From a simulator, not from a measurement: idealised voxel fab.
Herein follows the process module entitled voxel capacitor over wiring.
Pictured: cross-section cut, 240 nm wide, on a grid of 5 nm square cells.
If you're reading a cross-section in this doc, picture square cells in a grid; it comes to you as bands, top ones listed first down to the bottom, and a band can be one or more rows of cells.
The entry gives the band's vertical extent as a top height and a bottom height in nm, then its horizontal make-up as materials from left to right, each with a width in nm. "empty" stands for empty space; a single material marked "full width" fills the band edge to edge.
Basically, 0 is our baseline, since under it the wafer straight out of the box is all one material. The bottom band has no lower end and keeps on going down, so it looks like "0 nm and below".
Read "30->40" as a graded width: first number on top, second number at the bottom, same change between each pair of neighbouring rows.
Where a step carries "nothing got changed", the cross-section came out of it unchanged, cell for cell.
Basically, "Enclosed voids" tells you about the enclosed voids: empty spaces with no open way to the top, 8 cells or bigger, each written width x height at distance, where distance is from the left edge, all in nm.
after a step's settings: what the simulator itself notes on the step
Among the settings permitted on a step's line is "overlay nm"; applied to a step with a mask, it specifies the extent to which the mask lay to the right of its planned position, whereas a negative figure signifies a position to the left.

# So here's the lineup of process steps we planned
- 1: RECEIVE | material Si
- 2: CONFORMAL_DEP | material SiO2 | thk nm 10
- 3: DIRECTIONAL_DEP | material TiN | thk nm 5
- 4: DIRECTIONAL_DEP | material W | thk nm 15
- 5: DIRECTIONAL_DEP | material aC | thk nm 15
- 6: PATTERN | tone cover | mask id METAL_1 | material resist | width nm 20 | pitch nm 70 | thk nm 35 | overlay nm 0
- 7: DIRECTIONAL_ETCH | etch materials aC | depth nm 15
- 8: STRIP | etch materials resist
- 9: DIRECTIONAL_ETCH | etch materials W | depth nm 15
- 10: DIRECTIONAL_ETCH | etch materials TiN | depth nm 5
- 11: STRIP | etch materials aC
- 12: FILL_DEP | material lowk | thk nm 5
- 13: CMP | height nm 30
- 14: CONFORMAL_DEP | material SiCN | thk nm 5
- 15: DIRECTIONAL_DEP | material lowk | thk nm 10
- 16: DIRECTIONAL_DEP | material aC | thk nm 10
- 17: PATTERN | tone open | mask id PLUG_1 | material resist | width nm 15 | thk nm 30 | overlay nm 0
- 18: DIRECTIONAL_ETCH | etch materials aC | depth nm 10
- 19: STRIP | etch materials resist
- 20: DIRECTIONAL_ETCH | etch materials lowk | depth nm 10
- 21: DIRECTIONAL_ETCH | etch materials SiCN | depth nm 5
- 22: STRIP | etch materials aC
- 23: CONFORMAL_DEP | material TiN | thk nm 5
- 24: FILL_DEP | material W | thk nm 10
- 25: CMP | height nm 45
- 26: DIRECTIONAL_DEP | material TiN | thk nm 5
- 27: DIRECTIONAL_DEP | material SiN | thk nm 5
- 28: DIRECTIONAL_DEP | material TiN | thk nm 10
- 29: DIRECTIONAL_DEP | material aC | thk nm 15
- 30: PATTERN | tone cover | mask id UPPER_PLATE | material resist | width nm 55 | thk nm 35 | overlay nm 0
- 31: DIRECTIONAL_ETCH | etch materials aC | depth nm 5
- 32: STRIP | etch materials resist
- 33: DIRECTIONAL_ETCH | etch materials TiN | depth nm 10
- 34: DIRECTIONAL_ETCH | etch materials SiN | depth nm 5
- 35: STRIP | etch materials aC
- 36: PATTERN | tone cover | mask id LOWER_PLATE | material resist | width nm 65 | thk nm 15 | overlay nm 0
- 37: DIRECTIONAL_ETCH | etch materials TiN | depth nm 5
- 38: STRIP | etch materials resist
- 39: FILL_DEP | material SiO2 | thk nm 15
- 40: CMP | height nm 75
- 41: PATTERN | tone open | mask id PLUG_2 | material resist | width nm 15 | thk nm 20 | overlay nm 0
- 42: DIRECTIONAL_ETCH | etch materials SiO2 | depth nm 10
- 43: STRIP | etch materials resist
- 44: CONFORMAL_DEP | material TiN | thk nm 5
- 45: FILL_DEP | material Ru | thk nm 5
- 46: CMP | height nm 75
- 47: CONFORMAL_DEP | material SiCN | thk nm 5
The value of depth nm given for step 31 in the plan refers to the first wafer; the wafers vary in this setting and are alike at the start.

# The first of several wafers as received, shown in cross-section; this is its state after step 1
> 0 nm and below = Si full width
> Enclosed voids: none

# Cross-section, first of several wafers, end of module, after last step 47
> 80 nm to 75 nm = SiCN full width
> 75 nm to 70 nm = SiO2 (90); TiN (5); Ru (5); TiN (5); SiO2 (135)
> 70 nm to 60 nm = SiO2 (90->75); TiN (15->65); SiO2 (135->100)
> 60 nm to 55 nm = TiN full width
> 55 nm to 50 nm = SiN full width
> 50 nm to 45 nm = TiN full width
> 45 nm to 35 nm = lowk (80); TiN (5); W (5); TiN (5); lowk (145)
> 35 nm to 30 nm = SiCN (80); TiN (15); SiCN (145)
> 30 nm to 15 nm = lowk (75); W (20); lowk (50); W (20); lowk (75)
> 15 nm to 10 nm = lowk (75); TiN (20); lowk (50); TiN (20); lowk (75)
> 10 nm to 0 nm = SiO2 full width
> 0 nm and below = Si full width
> Enclosed voids: none

# Module end, final wafer: cross-section
> 80 nm to 75 nm = SiCN full width
> 75 nm to 70 nm = SiO2 (90); TiN (5); Ru (5); TiN (5); SiO2 (135)
> 70 nm to 65 nm = SiO2 (90); TiN (15); SiO2 (135)
> 65 nm to 55 nm = SiO2 (80); TiN (55); SiO2 (105)
> 55 nm to 50 nm = SiO2 (80); SiN (55); SiO2 (105)
> 50 nm to 45 nm = SiO2 (75); TiN (65); SiO2 (100)
> 45 nm to 35 nm = lowk (80); TiN (5); W (5); TiN (5); lowk (145)
> 35 nm to 30 nm = SiCN (80); TiN (15); SiCN (145)
> 30 nm to 15 nm = lowk (75); W (20); lowk (50); W (20); lowk (75)
> 15 nm to 10 nm = lowk (75); TiN (20); lowk (50); TiN (20); lowk (75)
> 10 nm to 0 nm = SiO2 full width
> 0 nm and below = Si full width
> Enclosed voids: none

# The rows of the table below are wafers. Looking at the end of the module, a row counts, for every material, the cells the wafer has gained, shown as (+), or lost, shown as (-), since it was received; its closed voids come next
depth nm 5 | +1 Ru | +93 SiCN | +48 SiN | +221 SiO2 | +129 TiN | +26 W | +250 lowk | Enclosed voids: none
depth nm 10 | +1 Ru | +93 SiCN | +48 SiN | +221 SiO2 | +129 TiN | +26 W | +250 lowk | Enclosed voids: none
depth nm 15 | +1 Ru | +93 SiCN | +11 SiN | +332 SiO2 | +55 TiN | +26 W | +250 lowk | Enclosed voids: none
depth nm 20 | +1 Ru | +93 SiCN | +11 SiN | +332 SiO2 | +55 TiN | +26 W | +250 lowk | Enclosed voids: none
depth nm 25 | +1 Ru | +93 SiCN | +11 SiN | +332 SiO2 | +55 TiN | +26 W | +250 lowk | Enclosed voids: none
depth nm 30 | +1 Ru | +93 SiCN | +11 SiN | +332 SiO2 | +55 TiN | +26 W | +250 lowk | Enclosed voids: none
